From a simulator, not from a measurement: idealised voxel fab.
The process module presented herein is designated voxel wiring stack.
This is section cut - it's 255 nm across, gridded in 5 nm square cells.
For the purposes of this document, a cross-section shall be understood as a grid of square cells, specified as bands listed in top-to-bottom order, each band consisting of one or more rows of cells.
Basically the band line says how high the top is and how high the bottom is, in nm, and then what's in it from left to right, every material with its width in nm. Empty space shows up as "empty", and if a single material carries "edge to edge" it runs the full band edge to edge.
Ref level 0: as-received wafer is one material below here. Bottom band extends down with no lower bound ("0..down").
Read "30 to 40" as a graded width: first number on top, second number at the bottom, same change between each pair of neighbouring rows.
Take "left unchanged" at face value: in the step it is given for, the cross-section changed in none of its cells.
For the entry "Cavities, sealed", the listed items are empty spaces with no open way to the top whose size is 8 cells or more; each item follows the pattern width x height at distance, where distance is from the left edge and all three are in nm.
Where a step's line continues beyond its settings, the continuation is a remark by the simulator itself on that step.
For masked steps, "overlay nm" on the step line gives how far right of plan the mask actually lay; a minus sign means it lay to the left.
[Planned process steps]
1) RECEIVE [material Si]
2) CONFORMAL_DEP [material SiO2] [thk nm 10]
3) CONFORMAL_DEP [material SiCN] [thk nm 5]
4) DIRECTIONAL_DEP [material SiO2] [thk nm 20]
5) DIRECTIONAL_DEP [material aC] [thk nm 10]
6) PATTERN [tone open] [mask id METAL_1] [material resist] [width nm 30] [pitch nm 55] [thk nm 30] [overlay nm 0]
7) DIRECTIONAL_ETCH [etch materials aC] [depth nm 10]
8) STRIP [etch materials resist]
9) DIRECTIONAL_ETCH [etch materials SiO2] [depth nm 20]
10) DIRECTIONAL_ETCH [etch materials SiCN] [depth nm 5]
11) STRIP [etch materials aC]
12) CONFORMAL_DEP [material TiN] [thk nm 5]
13) FILL_DEP [material Ru] [thk nm 10]
14) CMP [height nm 35]
15) CONFORMAL_DEP [material SiCN] [thk nm 5]
16) DIRECTIONAL_DEP [material lowk] [thk nm 20]
17) DIRECTIONAL_DEP [material aC] [thk nm 15]
18) PATTERN [tone open] [mask id PLUG_1] [material resist] [width nm 15] [thk nm 35] [overlay nm 0]
19) DIRECTIONAL_ETCH [etch materials aC] [depth nm 15]
20) STRIP [etch materials resist]
21) DIRECTIONAL_ETCH [etch materials lowk] [depth nm 20]
22) DIRECTIONAL_ETCH [etch materials SiCN] [depth nm 5]
23) STRIP [etch materials aC]
24) CONFORMAL_DEP [material TiN] [thk nm 5]
25) FILL_DEP [material Cu] [thk nm 10]
26) CMP [height nm 60]
27) CONFORMAL_DEP [material SiN] [thk nm 5]
28) DIRECTIONAL_DEP [material SiO2] [thk nm 25]
29) MASKED_ETCH [tone open] [mask id METAL_2] [width nm 30] [pitch nm 55] [etch materials SiO2] [depth nm 25] [overlay nm 0]
30) MASKED_ETCH [tone open] [mask id METAL_2] [width nm 30] [pitch nm 55] [etch materials SiN] [depth nm 5] [overlay nm 0]
31) CONFORMAL_DEP [material TiN] [thk nm 5]
32) FILL_DEP [material Ru] [thk nm 5]
33) CMP [height nm 90]
34) CONFORMAL_DEP [material SiN] [thk nm 5]
[First of two wafers - as planned]
[So this is the incoming wafer in cross-section - it's already been through step 1]
    0..down: Si edge to edge
    Cavities, sealed: none
[Once step 2 is through, the wafer looks like this in cross-section]
    10..0: SiO2 edge to edge
    Below 0, no change.
[Once step 3 is through, the wafer looks like this in cross-section]
    15..10: SiCN edge to edge
    Below 10, no change.
[Once step 4 is through, the wafer looks like this in cross-section]
    35..15: SiO2 edge to edge
    Below 15, no change.
[Once step 5 is through, the wafer looks like this in cross-section]
    45..35: aC edge to edge
    Below 35, no change.
[Once step 6 is through, the wafer looks like this in cross-section]
    75..45: resist 85 nm, then empty 30 nm, then resist 25 nm, then empty 30 nm, then resist 85 nm
    Below 45, no change.
[Once step 7 is through, the wafer looks like this in cross-section]
    65..45: resist 85 nm, then empty 30 nm, then resist 25 nm, then empty 30 nm, then resist 85 nm
    45..35: aC 85 nm, then empty 30 nm, then aC 25 nm, then empty 30 nm, then aC 85 nm
    Below 35, no change.
[Once step 8 is through, the wafer looks like this in cross-section]
    45..35: aC 85 nm, then empty 30 nm, then aC 25 nm, then empty 30 nm, then aC 85 nm
    Below 35, no change.
[Once step 9 is through, the wafer looks like this in cross-section]
    45..35: aC 85 nm, then empty 30 nm, then aC 25 nm, then empty 30 nm, then aC 85 nm
    35..15: SiO2 85 nm, then empty 30 nm, then SiO2 25 nm, then empty 30 nm, then SiO2 85 nm
    Below 15, no change.
[Once step 10 is through, the wafer looks like this in cross-section]
    45..35: aC 85 nm, then empty 30 nm, then aC 25 nm, then empty 30 nm, then aC 85 nm
    35..15: SiO2 85 nm, then empty 30 nm, then SiO2 25 nm, then empty 30 nm, then SiO2 85 nm
    15..10: SiCN 85 nm, then empty 30 nm, then SiCN 25 nm, then empty 30 nm, then SiCN 85 nm
    Below 10, no change.
[Once step 11 is through, the wafer looks like this in cross-section]
    35..15: SiO2 85 nm, then empty 30 nm, then SiO2 25 nm, then empty 30 nm, then SiO2 85 nm
    Below 15, no change.
[Once step 12 is through, the wafer looks like this in cross-section]
    40..35: TiN 90 nm, then empty 20 nm, then TiN 35 nm, then empty 20 nm, then TiN 90 nm
    35..15: SiO2 85 nm, then TiN 5 nm, then empty 20 nm, then TiN 5 nm, then SiO2 25 nm, then TiN 5 nm, then empty 20 nm, then TiN 5 nm, then SiO2 85 nm
    15..10: SiCN 85 nm, then TiN 30 nm, then SiCN 25 nm, then TiN 30 nm, then SiCN 85 nm
    Below 10, no change.
[Once step 13 is through, the wafer looks like this in cross-section]
    50..40: Ru edge to edge
    40..35: TiN 90 nm, then Ru 20 nm, then TiN 35 nm, then Ru 20 nm, then TiN 90 nm
    35..15: SiO2 85 nm, then TiN 5 nm, then Ru 20 nm, then TiN 5 nm, then SiO2 25 nm, then TiN 5 nm, then Ru 20 nm, then TiN 5 nm, then SiO2 85 nm
    Below 15, no change.
[Once step 14 is through, the wafer looks like this in cross-section]
    35..15: SiO2 85 nm, then TiN 5 nm, then Ru 20 nm, then TiN 5 nm, then SiO2 25 nm, then TiN 5 nm, then Ru 20 nm, then TiN 5 nm, then SiO2 85 nm
    Below 15, no change.
[Once step 15 is through, the wafer looks like this in cross-section]
    40..35: SiCN edge to edge
    Below 35, no change.
[Once step 16 is through, the wafer looks like this in cross-section]
    60..40: lowk edge to edge
    Below 40, no change.
[Once step 17 is through, the wafer looks like this in cross-section]
    75..60: aC edge to edge
    Below 60, no change.
[Once step 18 is through, the wafer looks like this in cross-section]
    110..75: resist 85 nm, then empty 15 nm, then resist 155 nm
    Below 75, no change.
[Once step 19 is through, the wafer looks like this in cross-section]
    95..75: resist 85 nm, then empty 15 nm, then resist 155 nm
    75..60: aC 85 nm, then empty 15 nm, then aC 155 nm
    Below 60, no change.
[Once step 20 is through, the wafer looks like this in cross-section]
    75..60: aC 85 nm, then empty 15 nm, then aC 155 nm
    Below 60, no change.
[Once step 21 is through, the wafer looks like this in cross-section]
    75..60: aC 85 nm, then empty 15 nm, then aC 155 nm
    60..40: lowk 85 nm, then empty 15 nm, then lowk 155 nm
    Below 40, no change.
[Once step 22 is through, the wafer looks like this in cross-section]
    75..60: aC 85 nm, then empty 15 nm, then aC 155 nm
    60..40: lowk 85 nm, then empty 15 nm, then lowk 155 nm
    40..35: SiCN 85 nm, then empty 15 nm, then SiCN 155 nm
    Below 35, no change.
[Once step 23 is through, the wafer looks like this in cross-section]
    60..40: lowk 85 nm, then empty 15 nm, then lowk 155 nm
    Below 40, no change.
[Once step 24 is through, the wafer looks like this in cross-section]
    65..60: TiN 90 nm, then empty 5 nm, then TiN 160 nm
    60..40: lowk 85 nm, then TiN 5 nm, then empty 5 nm, then TiN 5 nm, then lowk 155 nm
    40..35: SiCN 85 nm, then TiN 15 nm, then SiCN 155 nm
    Below 35, no change.
[Once step 25 is through, the wafer looks like this in cross-section]
    75..65: Cu edge to edge
    65..60: TiN 90 nm, then Cu 5 nm, then TiN 160 nm
    60..40: lowk 85 nm, then TiN 5 nm, then Cu 5 nm, then TiN 5 nm, then lowk 155 nm
    Below 40, no change.
[Once step 26 is through, the wafer looks like this in cross-section]
    60..40: lowk 85 nm, then TiN 5 nm, then Cu 5 nm, then TiN 5 nm, then lowk 155 nm
    Below 40, no change.
[Once step 27 is through, the wafer looks like this in cross-section]
    65..60: SiN edge to edge
    Below 60, no change.
[Once step 28 is through, the wafer looks like this in cross-section]
    90..65: SiO2 edge to edge
    Below 65, no change.
[Once step 29 is through, the wafer looks like this in cross-section]
    90..65: SiO2 85 nm, then empty 30 nm, then SiO2 25 nm, then empty 30 nm, then SiO2 85 nm
    Below 65, no change.
[Once step 30 is through, the wafer looks like this in cross-section]
    90..65: SiO2 85 nm, then empty 30 nm, then SiO2 25 nm, then empty 30 nm, then SiO2 85 nm
    65..60: SiN 85 nm, then empty 30 nm, then SiN 25 nm, then empty 30 nm, then SiN 85 nm
    Below 60, no change.
[Once step 31 is through, the wafer looks like this in cross-section]
    95..90: TiN 90 nm, then empty 20 nm, then TiN 35 nm, then empty 20 nm, then TiN 90 nm
    90..65: SiO2 85 nm, then TiN 5 nm, then empty 20 nm, then TiN 5 nm, then SiO2 25 nm, then TiN 5 nm, then empty 20 nm, then TiN 5 nm, then SiO2 85 nm
    65..60: SiN 85 nm, then TiN 30 nm, then SiN 25 nm, then TiN 30 nm, then SiN 85 nm
    Below 60, no change.
[Once step 32 is through, the wafer looks like this in cross-section]
    100..95: Ru edge to edge
    95..90: TiN 90 nm, then Ru 20 nm, then TiN 35 nm, then Ru 20 nm, then TiN 90 nm
    90..65: SiO2 85 nm, then TiN 5 nm, then Ru 20 nm, then TiN 5 nm, then SiO2 25 nm, then TiN 5 nm, then Ru 20 nm, then TiN 5 nm, then SiO2 85 nm
    Below 65, no change.
[Once step 33 is through, the wafer looks like this in cross-section]
    90..65: SiO2 85 nm, then TiN 5 nm, then Ru 20 nm, then TiN 5 nm, then SiO2 25 nm, then TiN 5 nm, then Ru 20 nm, then TiN 5 nm, then SiO2 85 nm
    Below 65, no change.
[Once step 34 is through, the wafer looks like this in cross-section]
    95..90: SiN edge to edge
    Below 90, no change.
[Wafer two: like wafer one in start and plan, but with one mistake in execution; identical up to and including step 17]
[Second wafer: cross-section at the scheduled end of step 18]
    110..75: resist 90 nm, then empty 15 nm, then resist 150 nm
    Below 75, no change.
[Second wafer: cross-section at the scheduled end of step 19]
    95..75: resist 90 nm, then empty 15 nm, then resist 150 nm
    75..60: aC 90 nm, then empty 15 nm, then aC 150 nm
    Below 60, no change.
[Second wafer: cross-section at the scheduled end of step 20]
    75..60: aC 90 nm, then empty 15 nm, then aC 150 nm
    Below 60, no change.
[Second wafer: cross-section at the scheduled end of step 21]
    75..60: aC 90 nm, then empty 15 nm, then aC 150 nm
    60..40: lowk 90 nm, then empty 15 nm, then lowk 150 nm
    Below 40, no change.
[Second wafer: cross-section at the scheduled end of step 22]
    75..60: aC 90 nm, then empty 15 nm, then aC 150 nm
    60..40: lowk 90 nm, then empty 15 nm, then lowk 150 nm
    40..35: SiCN 90 nm, then empty 15 nm, then SiCN 150 nm
    Below 35, no change.
[Second wafer: cross-section at the scheduled end of step 23]
    60..40: lowk 90 nm, then empty 15 nm, then lowk 150 nm
    Below 40, no change.
[Second wafer: cross-section at the scheduled end of step 24]
    65..60: TiN 95 nm, then empty 5 nm, then TiN 155 nm
    60..40: lowk 90 nm, then TiN 5 nm, then empty 5 nm, then TiN 5 nm, then lowk 150 nm
    40..35: SiCN 90 nm, then TiN 15 nm, then SiCN 150 nm
    Below 35, no change.
[Second wafer: cross-section at the scheduled end of step 25]
    75..65: Cu edge to edge
    65..60: TiN 95 nm, then Cu 5 nm, then TiN 155 nm
    60..40: lowk 90 nm, then TiN 5 nm, then Cu 5 nm, then TiN 5 nm, then lowk 150 nm
    Below 40, no change.
[Second wafer: cross-section at the scheduled end of step 26]
    60..40: lowk 90 nm, then TiN 5 nm, then Cu 5 nm, then TiN 5 nm, then lowk 150 nm
    Below 40, no change.
[Second wafer: cross-section at the scheduled end of step 27]
    65..60: SiN edge to edge
    Below 60, no change.
[Second wafer: cross-section at the scheduled end of step 28]
    90..65: SiO2 edge to edge
    Below 65, no change.
[Second wafer: cross-section at the scheduled end of step 29]
    90..65: SiO2 85 nm, then empty 30 nm, then SiO2 25 nm, then empty 30 nm, then SiO2 85 nm
    Below 65, no change.
[Second wafer: cross-section at the scheduled end of step 30]
    90..65: SiO2 85 nm, then empty 30 nm, then SiO2 25 nm, then empty 30 nm, then SiO2 85 nm
    65..60: SiN 85 nm, then empty 30 nm, then SiN 25 nm, then empty 30 nm, then SiN 85 nm
    Below 60, no change.
[Second wafer: cross-section at the scheduled end of step 31]
    95..90: TiN 90 nm, then empty 20 nm, then TiN 35 nm, then empty 20 nm, then TiN 90 nm
    90..65: SiO2 85 nm, then TiN 5 nm, then empty 20 nm, then TiN 5 nm, then SiO2 25 nm, then TiN 5 nm, then empty 20 nm, then TiN 5 nm, then SiO2 85 nm
    65..60: SiN 85 nm, then TiN 30 nm, then SiN 25 nm, then TiN 30 nm, then SiN 85 nm
    Below 60, no change.
[Second wafer: cross-section at the scheduled end of step 32]
    100..95: Ru edge to edge
    95..90: TiN 90 nm, then Ru 20 nm, then TiN 35 nm, then Ru 20 nm, then TiN 90 nm
    90..65: SiO2 85 nm, then TiN 5 nm, then Ru 20 nm, then TiN 5 nm, then SiO2 25 nm, then TiN 5 nm, then Ru 20 nm, then TiN 5 nm, then SiO2 85 nm
    Below 65, no change.
[Second wafer: cross-section at the scheduled end of step 33]
    90..65: SiO2 85 nm, then TiN 5 nm, then Ru 20 nm, then TiN 5 nm, then SiO2 25 nm, then TiN 5 nm, then Ru 20 nm, then TiN 5 nm, then SiO2 85 nm
    Below 65, no change.
[Second wafer: cross-section at the scheduled end of step 34]
    95..90: SiN edge to edge
    Below 90, no change.
Diagnosis: step 18 went in with a setting other than planned; the actual run was PATTERN [tone open] [mask id PLUG_1] [material resist] [width nm 15] [thk nm 35] [overlay nm 5]
Heads up: at the end the two wafers have identical cell counts per material, they're just laid out differently.
